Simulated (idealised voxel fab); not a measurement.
The name of this process module is voxel transistor to metal.
Shown is cross-section cut, with a width of 185 nm and square cells of size 5 nm.
Square cells in a grid make up a cross-section in this document, and the grid is given as bands, listed from the top down, each one or more rows of cells. What a band's entry tells you: where the top is and where the bottom is, as heights in nm, and after that what lies inside, material by material from left to right, each with its width in nm. Empty space is written as the word "empty", and a single material marked with the word "full width" occupies the band from edge to edge. Zero point of the height axis is 0; under it, received wafer = one material. Lowest band: continues down indefinitely, "z 0 and below". Quick explanation for "30..40": the width changes in equal steps down the rows of cells, from the first number in the band's top row to the second number in its bottom row. Any step labelled "left unchanged" changed none of the cells in the cross-section. Entry "Sealed voids" = empty spaces >= 8 cells with no open way to the top; each as width x height at distance, distance from left edge, all nm. Read whatever lies past the settings on a step's line as the simulator's own remark about the step. A step's line can hold "overlay nm"; with a mask on that step, the setting says how far right of the planned place the mask lay, while a negative setting says it lay to the left. Pairs from here to the end. Each: cross-section before one process step, cross-section after it, the latter only as far down as the lowest band that changed. Under each: the step between, and its settings. Mind that the pairs may be taken from different runs of this module on the same starting wafer; whether a pair continues from the pair above depends on its entry headed "Incoming profile", and it does only where that entry says so.

# Incoming profile
	z 60 to 45: SiO2=35 / empty=20 / SiO2=75 / empty=20 / SiO2=35
	z 45 to 40: SiN=35 / empty=20 / SiN=75 / empty=20 / SiN=35
	z 40 to 25: SiO2=35 / TiN=5 / Ru=10 / TiN=5 / SiO2=75 / TiN=5 / Ru=10 / TiN=5 / SiO2=35
	z 25 to 15: SiO2=35 / TiN=5 / Ru=10 / TiN=5 / SiO2=10 / SiN=10 / HfO2=5 / TiN=5 / W=15 / TiN=5 / HfO2=5 / SiN=10 / SiO2=10 / TiN=5 / Ru=10 / TiN=5 / SiO2=35
	z 15 to 10: SiO2=35 / TiN=20 / SiO2=10 / SiN=10 / HfO2=5 / TiN=5 / W=15 / TiN=5 / HfO2=5 / SiN=10 / SiO2=10 / TiN=20 / SiO2=35
	z 10 to 5: SiO2=65 / SiN=10 / HfO2=5 / TiN=5 / W=15 / TiN=5 / HfO2=5 / SiN=10 / SiO2=65
	z 5 to 0: SiO2=25 / SiN=10 / SiO2=30 / SiN=10 / HfO2=5 / TiN=25 / HfO2=5 / SiN=10 / SiO2=30 / SiN=10 / SiO2=25
	z 0 to -5: SiO2=35 / SiGe=5 / SiO2=20 / SiGe=5 / SiO2=5 / HfO2=45 / SiO2=5 / SiGe=5 / SiO2=20 / SiGe=5 / SiO2=35
	z -5 to -10: SiO2=30 / Si=5 / SiGe=30 / Si=55 / SiGe=30 / Si=5 / SiO2=30
	z -10 to -20: SiO2=30 / Si=125 / SiO2=30
	z -20 and below: Si full width
	Sealed voids: none

# State After Step
	z 65 to 60: TiN=40 / empty=10 / TiN=85 / empty=10 / TiN=40
	z 60 to 45: SiO2=35 / TiN=5 / empty=10 / TiN=5 / SiO2=75 / TiN=5 / empty=10 / TiN=5 / SiO2=35
	z 45 to 40: SiN=35 / TiN=20 / SiN=75 / TiN=20 / SiN=35
	Beneath the level 40, the cross-section is identical to its previous state.
	Sealed voids: none
Q: step between the cross-sections above? A: CONFORMAL_DEP with material TiN, thk nm 5

Incoming profile: starting point is the after cross-section of the pair just above.

# State After Step
	z 75 to 65: Cu full width
	z 65 to 60: TiN=40 / Cu=10 / TiN=85 / Cu=10 / TiN=40
	z 60 to 45: SiO2=35 / TiN=5 / Cu=10 / TiN=5 / SiO2=75 / TiN=5 / Cu=10 / TiN=5 / SiO2=35
	Beneath the level 45, the cross-section is identical to its previous state.
	Sealed voids: none
Q: step between the cross-sections above? A: FILL_DEP with material Cu, thk nm 10

Incoming profile: starting point is the after cross-section of the pair just above.

# State After Step
	z 60 to 45: SiO2=35 / TiN=5 / Cu=10 / TiN=5 / SiO2=75 / TiN=5 / Cu=10 / TiN=5 / SiO2=35
	Beneath the level 45, the cross-section is identical to its previous state.
	Sealed voids: none
Q: step between the cross-sections above? A: CMP with height nm 60

Incoming profile: starting point is the after cross-section of the pair just above.

# State After Step
	z 65 to 60: SiN full width
	Beneath the level 60, the cross-section is identical to its previous state.
	Sealed voids: none
Q: step between the cross-sections above? A: CONFORMAL_DEP with material SiN, thk nm 5

# Incoming profile
	z 25 to 5: SiO2=65 / SiN=10 / HfO2=5 / TiN=5 / W=15 / TiN=5 / HfO2=5 / SiN=10 / SiO2=65
	z 5 to 0: SiO2=25 / SiN=10 / SiO2=30 / SiN=10 / HfO2=5 / TiN=25 / HfO2=5 / SiN=10 / SiO2=30 / SiN=10 / SiO2=25
	z 0 to -5: SiO2=35 / SiGe=5 / SiO2=20 / SiGe=5 / SiO2=5 / HfO2=45 / SiO2=5 / SiGe=5 / SiO2=20 / SiGe=5 / SiO2=35
	z -5 to -10: SiO2=30 / Si=5 / SiGe=30 / Si=55 / SiGe=30 / Si=5 / SiO2=30
	z -10 to -20: SiO2=30 / Si=125 / SiO2=30
	z -20 and below: Si full width
	Sealed voids: none

# State After Step
	z 25 to 5: SiO2=35 / empty=20 / SiO2=10 / SiN=10 / HfO2=5 / TiN=5 / W=15 / TiN=5 / HfO2=5 / SiN=10 / SiO2=10 / empty=20 / SiO2=35
	z 5 to 0: SiO2=25 / SiN=10 / empty=20 / SiO2=10 / SiN=10 / HfO2=5 / TiN=25 / HfO2=5 / SiN=10 / SiO2=10 / empty=20 / SiN=10 / SiO2=25
	z 0 to -5: SiO2=35 / SiGe=5 / empty=15 / SiO2=5 / SiGe=5 / SiO2=5 / HfO2=45 / SiO2=5 / SiGe=5 / SiO2=5 / empty=15 / SiGe=5 / SiO2=35
	Beneath the level -5, the cross-section is identical to its previous state.
	Sealed voids: none
Q: step between the cross-sections above? A: MASKED_ETCH with tone open, mask id CONTACT, width nm 20, pitch nm 95, etch materials SiO2, depth nm 45, overlay nm 0

Incoming profile: starting point is the after cross-section of the pair just above.

# State After Step
	z 40 to 25: SiO2=35 / empty=20 / SiO2=75 / empty=20 / SiO2=35
	z 25 to 15: SiO2=35 / empty=20 / SiO2=10 / SiN=10 / HfO2=5 / TiN=5 / W=15 / TiN=5 / HfO2=5 / SiN=10 / SiO2=10 / empty=20 / SiO2=35
	z 15 to 10: SiO2=40 / empty=15 / SiO2=10 / SiN=10 / HfO2=5 / TiN=5 / W=15 / TiN=5 / HfO2=5 / SiN=10 / SiO2=10 / empty=15 / SiO2=40
	z 10 to 5: SiO2=65 / SiN=10 / HfO2=5 / TiN=5 / W=15 / TiN=5 / HfO2=5 / SiN=10 / SiO2=65
	z 5 to 0: SiO2=25 / SiN=10 / SiO2=30 / SiN=10 / HfO2=5 / TiN=25 / HfO2=5 / SiN=10 / SiO2=30 / SiN=10 / SiO2=25
	z 0 to -5: SiO2=35 / SiGe=5 / SiO2=20 / SiGe=5 / SiO2=5 / HfO2=45 / SiO2=5 / SiGe=5 / SiO2=20 / SiGe=5 / SiO2=35
	Beneath the level -5, the cross-section is identical to its previous state.
	Sealed voids: none
Q: step between the cross-sections above? A: DIRECTIONAL_DEP with material SiO2, thk nm 15

Incoming profile: starting point is the after cross-section of the pair just above.

# State After Step
	z 45 to 40: TiN=40 / empty=10 / TiN=85 / empty=10 / TiN=40
	z 40 to 25: SiO2=35 / TiN=5 / empty=10 / TiN=5 / SiO2=75 / TiN=5 / empty=10 / TiN=5 / SiO2=35
	z 25 to 15: SiO2=35 / TiN=5..10 / empty=10..5 / TiN=5 / SiO2=10 / SiN=10 / HfO2=5 / TiN=5 / W=15 / TiN=5 / HfO2=5 / SiN=10 / SiO2=10 / TiN=5 / empty=10..5 / TiN=5..10 / SiO2=35
	z 15 to 10: SiO2=40 / TiN=15 / SiO2=10 / SiN=10 / HfO2=5 / TiN=5 / W=15 / TiN=5 / HfO2=5 / SiN=10 / SiO2=10 / TiN=15 / SiO2=40
	Beneath the level 10, the cross-section is identical to its previous state.
	Sealed voids: none
Q: step between the cross-sections above? A: CONFORMAL_DEP with material TiN, thk nm 5

Incoming profile: starting point is the after cross-section of the pair just above.

# State After Step
	z 50 to 45: Ru full width
	z 45 to 40: TiN=40 / Ru=10 / TiN=85 / Ru=10 / TiN=40
	z 40 to 25: SiO2=35 / TiN=5 / Ru=10 / TiN=5 / SiO2=75 / TiN=5 / Ru=10 / TiN=5 / SiO2=35
	z 25 to 15: SiO2=35 / TiN=5..10 / Ru=10..5 / TiN=5 / SiO2=10 / SiN=10 / HfO2=5 / TiN=5 / W=15 / TiN=5 / HfO2=5 / SiN=10 / SiO2=10 / TiN=5 / Ru=10..5 / TiN=5..10 / SiO2=35
	Beneath the level 15, the cross-section is identical to its previous state.
	Sealed voids: none
Q: step between the cross-sections above? A: FILL_DEP with material Ru, thk nm 5

Incoming profile: starting point is the after cross-section of the pair just above.

# State After Step
	z 40 to 25: SiO2=35 / TiN=5 / Ru=10 / TiN=5 / SiO2=75 / TiN=5 / Ru=10 / TiN=5 / SiO2=35
	Beneath the level 25, the cross-section is identical to its previous state.
	Sealed voids: none
Q: step between the cross-sections above? A: CMP with height nm 40

Incoming profile: starting point is the after cross-section of the pair just above.

# State After Step
	z 45 to 40: SiN full width
	Beneath the level 40, the cross-section is identical to its previous state.
	Sealed voids: none
Q: step between the cross-sections above? A: CONFORMAL_DEP with material SiN, thk nm 5

Incoming profile: starting point is the after cross-section of the pair just above.

# State After Step
	z 60 to 45: SiO2 full width
	Beneath the level 45, the cross-section is identical to its previous state.
	Sealed voids: none
Q: step between the cross-sections above? A: DIRECTIONAL_DEP with material SiO2, thk nm 15

Incoming profile: starting point is the after cross-section of the pair just above.

# State After Step
	z 75 to 60: resist=35 / empty=20 / resist=75 / empty=20 / resist=35
	Beneath the level 60, the cross-section is identical to its previous state.
	Sealed voids: none
Q: step between the cross-sections above? A: PATTERN with tone open, mask id METAL_1, material resist, width nm 20, pitch nm 95, thk nm 15, overlay nm 0

Incoming profile: starting point is the after cross-section of the pair just above.

# State After Step
	z 75 to 60: resist=35 / empty=20 / resist=75 / empty=20 / resist=35
	z 60 to 45: SiO2=35 / empty=20 / SiO2=75 / empty=20 / SiO2=35
	Beneath the level 45, the cross-section is identical to its previous state.
	Sealed voids: none
Q: step between the cross-sections above? A: DIRECTIONAL_ETCH with etch materials SiO2, depth nm 15

Incoming profile: starting point is the after cross-section of the pair just above.

# State After Step
	z 75 to 60: resist=35 / empty=20 / resist=75 / empty=20 / resist=35
	z 60 to 45: SiO2=35 / empty=20 / SiO2=75 / empty=20 / SiO2=35
	z 45 to 40: SiN=35 / empty=20 / SiN=75 / empty=20 / SiN=35
	Beneath the level 40, the cross-section is identical to its previous state.
	Sealed voids: none
Q: step between the cross-sections above? A: DIRECTIONAL_ETCH with etch materials SiN, depth nm 5

Incoming profile: starting point is the after cross-section of the pair just above.

# State After Step
	z 60 to 45: SiO2=35 / empty=20 / SiO2=75 / empty=20 / SiO2=35
	Beneath the level 45, the cross-section is identical to its previous state.
	Sealed voids: none
Q: step between the cross-sections above? A: STRIP with etch materials resist

Incoming profile: starting point is the after cross-section of the pair just above.

# State After Step
	z 65 to 60: TiN=40 / empty=10 / TiN=85 / empty=10 / TiN=40
	z 60 to 45: SiO2=35 / TiN=5 / empty=10 / TiN=5 / SiO2=75 / TiN=5 / empty=10 / TiN=5 / SiO2=35
	z 45 to 40: SiN=35 / TiN=20 / SiN=75 / TiN=20 / SiN=35
	Beneath the level 40, the cross-section is identical to its previous state.
	Sealed voids: none
Q: step between the cross-sections above? A: CONFORMAL_DEP with material TiN, thk nm 5

Incoming profile: starting point is the after cross-section of the pair just above.

# State After Step
	z 75 to 65: Cu full width
	z 65 to 60: TiN=40 / Cu=10 / TiN=85 / Cu=10 / TiN=40
	z 60 to 45: SiO2=35 / TiN=5 / Cu=10 / TiN=5 / SiO2=75 / TiN=5 / Cu=10 / TiN=5 / SiO2=35
	Beneath the level 45, the cross-section is identical to its previous state.
	Sealed voids: none
Q: step between the cross-sections above? A: FILL_DEP with material Cu, thk nm 10

Incoming profile: starting point is the after cross-section of the pair just above.

# State After Step
	z 60 to 45: SiO2=35 / TiN=5 / Cu=10 / TiN=5 / SiO2=75 / TiN=5 / Cu=10 / TiN=5 / SiO2=35
	Beneath the level 45, the cross-section is identical to its previous state.
	Sealed voids: none
Q: step between the cross-sections above? A: CMP with height nm 60

Incoming profile: starting point is the after cross-section of the pair just above.

# State After Step
	z 65 to 60: SiN full width
	Beneath the level 60, the cross-section is identical to its previous state.
	Sealed voids: none
Q: step between the cross-sections above? A: CONFORMAL_DEP with material SiN, thk nm 5

# Incoming profile
	z 50 to 40: empty=65 / SiN=55 / empty=65
	z 40 to 30: empty=65 / SiN=10 / SiCN=35 / SiN=10 / empty=65
	z 30 to 15: empty=65 / SiN=10 / polySi=35 / SiN=10 / empty=65
	z 15 to 10: SiN=35 / empty=30 / SiN=10 / polySi=35 / SiN=10 / empty=30 / SiN=35
	z 10 to 5: SiN=75 / polySi=35 / SiN=75
	z 5 to 0: SiO2=25 / SiN=50 / polySi=35 / SiN=50 / SiO2=25
	z 0 to -5: SiO2 full width
	z -5 to -20: SiO2=30 / Si=125 / SiO2=30
	z -20 and below: Si full width
	Sealed voids: none

# State After Step
	z 45 to 40: empty=65 / SiN=55 / empty=65
	z 40 to 30: empty=65 / SiN=10 / SiCN=35 / SiN=10 / empty=65
	z 30 to 10: empty=65 / SiN=10 / polySi=35 / SiN=10 / empty=65
	z 10 to 5: SiN=35 / empty=30 / SiN=10 / polySi=35 / SiN=10 / empty=30 / SiN=35
	Beneath the level 5, the cross-section is identical to its previous state.
	Sealed voids: none
Q: step between the cross-sections above? A: DIRECTIONAL_ETCH with etch materials SiN, depth nm 5

Incoming profile: starting point is the after cross-section of the pair just above.

# State After Step
	z 50 to 45: SiO2 full width
	z 45 to 40: SiO2=65 / SiN=55 / SiO2=65
	z 40 to 30: SiO2=65 / SiN=10 / SiCN=35 / SiN=10 / SiO2=65
	z 30 to 10: SiO2=65 / SiN=10 / polySi=35 / SiN=10 / SiO2=65
	z 10 to 5: SiN=35 / SiO2=30 / SiN=10 / polySi=35 / SiN=10 / SiO2=30 / SiN=35
	Beneath the level 5, the cross-section is identical to its previous state.
	Sealed voids: none
Q: step between the cross-sections above? A: FILL_DEP with material SiO2, thk nm 5

Incoming profile: starting point is the after cross-section of the pair just above.

# State After Step
	z 30 to 10: SiO2=65 / SiN=10 / polySi=35 / SiN=10 / SiO2=65
	Beneath the level 10, the cross-section is identical to its previous state.
	Sealed voids: none
Q: step between the cross-sections above? A: CMP with height nm 30

Incoming profile: starting point is the after cross-section of the pair just above.

# State After Step
	z 30 to 10: SiO2=65 / SiN=10 / empty=35 / SiN=10 / SiO2=65
	z 10 to 5: SiN=35 / SiO2=30 / SiN=10 / empty=35 / SiN=10 / SiO2=30 / SiN=35
	z 5 to 0: SiO2=25 / SiN=50 / empty=35 / SiN=50 / SiO2=25
	Beneath the level 0, the cross-section is identical to its previous state.
	Sealed voids: none
Q: step between the cross-sections above? A: STRIP with etch materials polySi

Incoming profile: starting point is the after cross-section of the pair just above.

# State After Step
	z 30 to 25: empty=65 / SiN=10 / empty=35 / SiN=10 / empty=65
	z 25 to 10: SiO2=65 / SiN=10 / empty=35 / SiN=10 / SiO2=65
	z 10 to 5: SiN=35 / SiO2=30 / SiN=10 / empty=35 / SiN=10 / SiO2=30 / SiN=35
	z 5 to 0: SiO2=25 / SiN=50 / empty=35 / SiN=50 / SiO2=25
	z 0 to -5: SiO2=70 / empty=45 / SiO2=70
	Beneath the level -5, the cross-section is identical to its previous state.
	Sealed voids: none
Q: step between the cross-sections above? A: SELECTIVE_ETCH with etch materials SiO2, depth nm 5

Incoming profile: starting point is the after cross-section of the pair just above.

# State After Step
	z 35 to 30: empty=60 / HfO2=20 / empty=25 / HfO2=20 / empty=60
	z 30 to 25: HfO2=65 / SiN=10 / HfO2=5 / empty=25 / HfO2=5 / SiN=10 / HfO2=65
	z 25 to 10: SiO2=65 / SiN=10 / HfO2=5 / empty=25 / HfO2=5 / SiN=10 / SiO2=65
	z 10 to 5: SiN=35 / SiO2=30 / SiN=10 / HfO2=5 / empty=25 / HfO2=5 / SiN=10 / SiO2=30 / SiN=35
	z 5 to 0: SiO2=25 / SiN=50 / HfO2=5 / empty=25 / HfO2=5 / SiN=50 / SiO2=25
	z 0 to -5: SiO2=70 / HfO2=45 / SiO2=70
	Beneath the level -5, the cross-section is identical to its previous state.
	Sealed voids: none
Q: step between the cross-sections above? A: CONFORMAL_DEP with material HfO2, thk nm 5

Incoming profile: starting point is the after cross-section of the pair just above.

# State After Step
	z 40 to 35: empty=55 / TiN=30 / empty=15 / TiN=30 / empty=55
	z 35 to 30: TiN=60 / HfO2=20 / TiN=5 / empty=15 / TiN=5 / HfO2=20 / TiN=60
	z 30 to 25: HfO2=65 / SiN=10 / HfO2=5 / TiN=5 / empty=15 / TiN=5 / HfO2=5 / SiN=10 / HfO2=65
	z 25 to 10: SiO2=65 / SiN=10 / HfO2=5 / TiN=5 / empty=15 / TiN=5 / HfO2=5 / SiN=10 / SiO2=65
	z 10 to 5: SiN=35 / SiO2=30 / SiN=10 / HfO2=5 / TiN=5 / empty=15 / TiN=5 / HfO2=5 / SiN=10 / SiO2=30 / SiN=35
	z 5 to 0: SiO2=25 / SiN=50 / HfO2=5 / TiN=25 / HfO2=5 / SiN=50 / SiO2=25
	Beneath the level 0, the cross-section is identical to its previous state.
	Sealed voids: none
Q: step between the cross-sections above? A: CONFORMAL_DEP with material TiN, thk nm 5

Incoming profile: starting point is the after cross-section of the pair just above.

# State After Step
	z 45 to 40: W full width
	z 40 to 35: W=55 / TiN=30 / W=15 / TiN=30 / W=55
	z 35 to 30: TiN=60 / HfO2=20 / TiN=5 / W=15 / TiN=5 / HfO2=20 / TiN=60
	z 30 to 25: HfO2=65 / SiN=10 / HfO2=5 / TiN=5 / W=15 / TiN=5 / HfO2=5 / SiN=10 / HfO2=65
	z 25 to 10: SiO2=65 / SiN=10 / HfO2=5 / TiN=5 / W=15 / TiN=5 / HfO2=5 / SiN=10 / SiO2=65
	z 10 to 5: SiN=35 / SiO2=30 / SiN=10 / HfO2=5 / TiN=5 / W=15 / TiN=5 / HfO2=5 / SiN=10 / SiO2=30 / SiN=35
	Beneath the level 5, the cross-section is identical to its previous state.
	Sealed voids: none
Q: step between the cross-sections above? A: FILL_DEP with material W, thk nm 5

Incoming profile: starting point is the after cross-section of the pair just above.

# State After Step
	z 25 to 10: SiO2=65 / SiN=10 / HfO2=5 / TiN=5 / W=15 / TiN=5 / HfO2=5 / SiN=10 / SiO2=65
	Beneath the level 10, the cross-section is identical to its previous state.
	Sealed voids: none
Q: step between the cross-sections above? A: CMP with height nm 25

Incoming profile: starting point is the after cross-section of the pair just above.

# State After Step
	z 40 to 25: SiO2 full width
	Beneath the level 25, the cross-section is identical to its previous state.
	Sealed voids: none
Q: step between the cross-sections above? A: DIRECTIONAL_DEP with material SiO2, thk nm 15

Incoming profile: starting point is the after cross-section of the pair just above.

# State After Step
	z 40 to 25: SiO2=35 / empty=20 / SiO2=75 / empty=20 / SiO2=35
	z 25 to 10: SiO2=35 / empty=20 / SiO2=10 / SiN=10 / HfO2=5 / TiN=5 / W=15 / TiN=5 / HfO2=5 / SiN=10 / SiO2=10 / empty=20 / SiO2=35
	z 10 to 5: SiN=35 / empty=20 / SiO2=10 / SiN=10 / HfO2=5 / TiN=5 / W=15 / TiN=5 / HfO2=5 / SiN=10 / SiO2=10 / empty=20 / SiN=35
	Beneath the level 5, the cross-section is identical to its previous state.
	Sealed voids: none
Q: step between the cross-sections above? A: MASKED_ETCH with tone open, mask id CONTACT, width nm 20, pitch nm 95, etch materials SiO2, depth nm 45, overlay nm 0

Incoming profile: starting point is the after cross-section of the pair just above.

# State After Step
	z 45 to 40: TiN=40 / empty=10 / TiN=85 / empty=10 / TiN=40
	z 40 to 25: SiO2=35 / TiN=5 / empty=10 / TiN=5 / SiO2=75 / TiN=5 / empty=10 / TiN=5 / SiO2=35
	z 25 to 10: SiO2=35 / TiN=5 / empty=10 / TiN=5 / SiO2=10 / SiN=10 / HfO2=5 / TiN=5 / W=15 / TiN=5 / HfO2=5 / SiN=10 / SiO2=10 / TiN=5 / empty=10 / TiN=5 / SiO2=35
	z 10 to 5: SiN=35 / TiN=20 / SiO2=10 / SiN=10 / HfO2=5 / TiN=5 / W=15 / TiN=5 / HfO2=5 / SiN=10 / SiO2=10 / TiN=20 / SiN=35
	Beneath the level 5, the cross-section is identical to its previous state.
	Sealed voids: none
Q: step between the cross-sections above? A: CONFORMAL_DEP with material TiN, thk nm 5

Incoming profile: starting point is the after cross-section of the pair just above.

# State After Step
	z 50 to 45: Ru full width
	z 45 to 40: TiN=40 / Ru=10 / TiN=85 / Ru=10 / TiN=40
	z 40 to 25: SiO2=35 / TiN=5 / Ru=10 / TiN=5 / SiO2=75 / TiN=5 / Ru=10 / TiN=5 / SiO2=35
	z 25 to 10: SiO2=35 / TiN=5 / Ru=10 / TiN=5 / SiO2=10 / SiN=10 / HfO2=5 / TiN=5 / W=15 / TiN=5 / HfO2=5 / SiN=10 / SiO2=10 / TiN=5 / Ru=10 / TiN=5 / SiO2=35
	Beneath the level 10, the cross-section is identical to its previous state.
	Sealed voids: none
Q: step between the cross-sections above? A: FILL_DEP with material Ru, thk nm 5

Incoming profile: starting point is the after cross-section of the pair just above.

# State After Step
	z 40 to 25: SiO2=35 / TiN=5 / Ru=10 / TiN=5 / SiO2=75 / TiN=5 / Ru=10 / TiN=5 / SiO2=35
	Beneath the level 25, the cross-section is identical to its previous state.
	Sealed voids: none
Q: step between the cross-sections above? A: CMP with height nm 40

Incoming profile: starting point is the after cross-section of the pair just above.

# State After Step
	z 45 to 40: SiN full width
	Beneath the level 40, the cross-section is identical to its previous state.
	Sealed voids: none
Q: step between the cross-sections above? A: CONFORMAL_DEP with material SiN, thk nm 5

Incoming profile: starting point is the after cross-section of the pair just above.

# State After Step
	z 60 to 45: SiO2 full width
	Beneath the level 45, the cross-section is identical to its previous state.
	Sealed voids: none
Q: step between the cross-sections above? A: DIRECTIONAL_DEP with material SiO2, thk nm 15

Incoming profile: starting point is the after cross-section of the pair just above.

# State After Step
	z 75 to 60: resist=35 / empty=20 / resist=75 / empty=20 / resist=35
	Beneath the level 60, the cross-section is identical to its previous state.
	Sealed voids: none
Q: step between the cross-sections above? A: PATTERN with tone open, mask id METAL_1, material resist, width nm 20, pitch nm 95, thk nm 15, overlay nm 0

Incoming profile: starting point is the after cross-section of the pair just above.

# State After Step
	z 75 to 60: resist=35 / empty=20 / resist=75 / empty=20 / resist=35
	z 60 to 45: SiO2=35 / empty=20 / SiO2=75 / empty=20 / SiO2=35
	Beneath the level 45, the cross-section is identical to its previous state.
	Sealed voids: none
Q: step between the cross-sections above? A: DIRECTIONAL_ETCH with etch materials SiO2, depth nm 15

Incoming profile: starting point is the after cross-section of the pair just above.

# State After Step
	z 75 to 60: resist=35 / empty=20 / resist=75 / empty=20 / resist=35
	z 60 to 45: SiO2=35 / empty=20 / SiO2=75 / empty=20 / SiO2=35
	z 45 to 40: SiN=35 / empty=20 / SiN=75 / empty=20 / SiN=35
	Beneath the level 40, the cross-section is identical to its previous state.
	Sealed voids: none
Q: step between the cross-sections above? A: DIRECTIONAL_ETCH with etch materials SiN, depth nm 5

Incoming profile: starting point is the after cross-section of the pair just above.

# State After Step
	z 60 to 45: SiO2=35 / empty=20 / SiO2=75 / empty=20 / SiO2=35
	Beneath the level 45, the cross-section is identical to its previous state.
	Sealed voids: none
Q: step between the cross-sections above? A: STRIP with etch materials resist

Incoming profile: starting point is the after cross-section of the pair just above.

# State After Step
	z 65 to 60: TiN=40 / empty=10 / TiN=85 / empty=10 / TiN=40
	z 60 to 45: SiO2=35 / TiN=5 / empty=10 / TiN=5 / SiO2=75 / TiN=5 / empty=10 / TiN=5 / SiO2=35
	z 45 to 40: SiN=35 / TiN=20 / SiN=75 / TiN=20 / SiN=35
	Beneath the level 40, the cross-section is identical to its previous state.
	Sealed voids: none
Q: step between the cross-sections above? A: CONFORMAL_DEP with material TiN, thk nm 5

Incoming profile: starting point is the after cross-section of the pair just above.

# State After Step
	z 75 to 65: Cu full width
	z 65 to 60: TiN=40 / Cu=10 / TiN=85 / Cu=10 / TiN=40
	z 60 to 45: SiO2=35 / TiN=5 / Cu=10 / TiN=5 / SiO2=75 / TiN=5 / Cu=10 / TiN=5 / SiO2=35
	Beneath the level 45, the cross-section is identical to its previous state.
	Sealed voids: none
Q: step between the cross-sections above? A: FILL_DEP with material Cu, thk nm 10

Incoming profile: starting point is the after cross-section of the pair just above.

# State After Step
	z 60 to 45: SiO2=35 / TiN=5 / Cu=10 / TiN=5 / SiO2=75 / TiN=5 / Cu=10 / TiN=5 / SiO2=35
	Beneath the level 45, the cross-section is identical to its previous state.
	Sealed voids: none
Q: step between the cross-sections above? A: CMP with height nm 60

Incoming profile: starting point is the after cross-section of the pair just above.

# State After Step
	z 65 to 60: SiN full width
	Beneath the level 60, the cross-section is identical to its previous state.
	Sealed voids: none
Q: step between the cross-sections above? A: CONFORMAL_DEP with material SiN, thk nm 5

# Incoming profile
	z 60 to 45: SiO2 full width
	z 45 to 40: SiN full width
	z 40 to 25: SiO2=35 / TiN=5 / Ru=10 / TiN=5 / SiO2=75 / TiN=5 / Ru=10 / TiN=5 / SiO2=35
	z 25 to 5: SiO2=35 / TiN=5 / Ru=10 / TiN=5 / SiO2=10 / SiN=10 / HfO2=5 / TiN=5 / W=15 / TiN=5 / HfO2=5 / SiN=10 / SiO2=10 / TiN=5 / Ru=10 / TiN=5 / SiO2=35
	z 5 to 0: SiO2=25 / SiN=10 / TiN=10 / Ru=5 / TiN=5 / SiO2=10 / SiN=10 / HfO2=5 / TiN=25 / HfO2=5 / SiN=10 / SiO2=10 / TiN=5 / Ru=5 / TiN=10 / SiN=10 / SiO2=25
	z 0 to -5: SiO2=35 / SiGe=5 / TiN=15 / SiO2=5 / SiGe=5 / SiO2=5 / HfO2=45 / SiO2=5 / SiGe=5 / SiO2=5 / TiN=15 / SiGe=5 / SiO2=35
	z -5 to -10: SiO2=30 / Si=5 / SiGe=30 / Si=55 / SiGe=30 / Si=5 / SiO2=30
	z -10 to -20: SiO2=30 / Si=125 / SiO2=30
	z -20 and below: Si full width
	Sealed voids: none

# State After Step
	z 75 to 60: resist=30 / empty=30 / resist=65 / empty=30 / resist=30
	Beneath the level 60, the cross-section is identical to its previous state.
	Sealed voids: none
Q: step between the cross-sections above? A: PATTERN with tone open, mask id METAL_1, material resist, width nm 30, pitch nm 95, thk nm 15, overlay nm 0

Incoming profile: starting point is the after cross-section of the pair just above.

# State After Step
	z 75 to 60: resist=30 / empty=30 / resist=65 / empty=30 / resist=30
	z 60 to 45: SiO2=30 / empty=30 / SiO2=65 / empty=30 / SiO2=30
	Beneath the level 45, the cross-section is identical to its previous state.
	Sealed voids: none
Q: step between the cross-sections above? A: DIRECTIONAL_ETCH with etch materials SiO2, depth nm 15

Incoming profile: starting point is the after cross-section of the pair just above.

# State After Step
	z 75 to 60: resist=30 / empty=30 / resist=65 / empty=30 / resist=30
	z 60 to 45: SiO2=30 / empty=30 / SiO2=65 / empty=30 / SiO2=30
	z 45 to 40: SiN=30 / empty=30 / SiN=65 / empty=30 / SiN=30
	Beneath the level 40, the cross-section is identical to its previous state.
	Sealed voids: none
Q: step between the cross-sections above? A: DIRECTIONAL_ETCH with etch materials SiN, depth nm 5

Incoming profile: starting point is the after cross-section of the pair just above.

# State After Step
	z 60 to 45: SiO2=30 / empty=30 / SiO2=65 / empty=30 / SiO2=30
	Beneath the level 45, the cross-section is identical to its previous state.
	Sealed voids: none
Q: step between the cross-sections above? A: STRIP with etch materials resist

Incoming profile: starting point is the after cross-section of the pair just above.

# State After Step
	z 65 to 60: TiN=35 / empty=20 / TiN=75 / empty=20 / TiN=35
	z 60 to 45: SiO2=30 / TiN=5 / empty=20 / TiN=5 / SiO2=65 / TiN=5 / empty=20 / TiN=5 / SiO2=30
	z 45 to 40: SiN=30 / TiN=30 / SiN=65 / TiN=30 / SiN=30
	Beneath the level 40, the cross-section is identical to its previous state.
	Sealed voids: none
Q: step between the cross-sections above? A: CONFORMAL_DEP with material TiN, thk nm 5

Incoming profile: starting point is the after cross-section of the pair just above.

# State After Step
	z 75 to 65: Cu full width
	z 65 to 60: TiN=35 / Cu=20 / TiN=75 / Cu=20 / TiN=35
	z 60 to 45: SiO2=30 / TiN=5 / Cu=20 / TiN=5 / SiO2=65 / TiN=5 / Cu=20 / TiN=5 / SiO2=30
	Beneath the level 45, the cross-section is identical to its previous state.
	Sealed voids: none
Q: step between the cross-sections above? A: FILL_DEP with material Cu, thk nm 10

Incoming profile: starting point is the after cross-section of the pair just above.

# State After Step
	z 60 to 45: SiO2=30 / TiN=5 / Cu=20 / TiN=5 / SiO2=65 / TiN=5 / Cu=20 / TiN=5 / SiO2=30
	Beneath the level 45, the cross-section is identical to its previous state.
	Sealed voids: none
Q: step between the cross-sections above? A: CMP with height nm 60

Incoming profile: starting point is the after cross-section of the pair just above.

# State After Step
	z 65 to 60: SiN full width
	Beneath the level 60, the cross-section is identical to its previous state.
	Sealed voids: none
Q: step between the cross-sections above? A: CONFORMAL_DEP with material SiN, thk nm 5

# Incoming profile
	z 25 to 15: aC full width
	z 15 to 5: SiN full width
	z 5 to 0: SiO2 full width
	z 0 and below: Si full width
	Sealed voids: none

# State After Step
	z 55 to 25: empty=25 / resist=125 / empty=35
	Beneath the level 25, the cross-section is identical to its previous state.
	Sealed voids: none
Q: step between the cross-sections above? A: PATTERN with tone cover, mask id ACTIVE, material resist, width nm 125, thk nm 30, overlay nm -5

Incoming profile: starting point is the after cross-section of the pair just above.

# State After Step
	z 45 to 25: empty=25 / resist=125 / empty=35
	z 25 to 15: empty=25 / aC=125 / empty=35
	Beneath the level 15, the cross-section is identical to its previous state.
	Sealed voids: none
Q: step between the cross-sections above? A: DIRECTIONAL_ETCH with etch materials aC, depth nm 10

Incoming profile: starting point is the after cross-section of the pair just above.

# State After Step
	z 25 to 15: empty=25 / aC=125 / empty=35
	Beneath the level 15, the cross-section is identical to its previous state.
	Sealed voids: none
Q: step between the cross-sections above? A: STRIP with etch materials resist
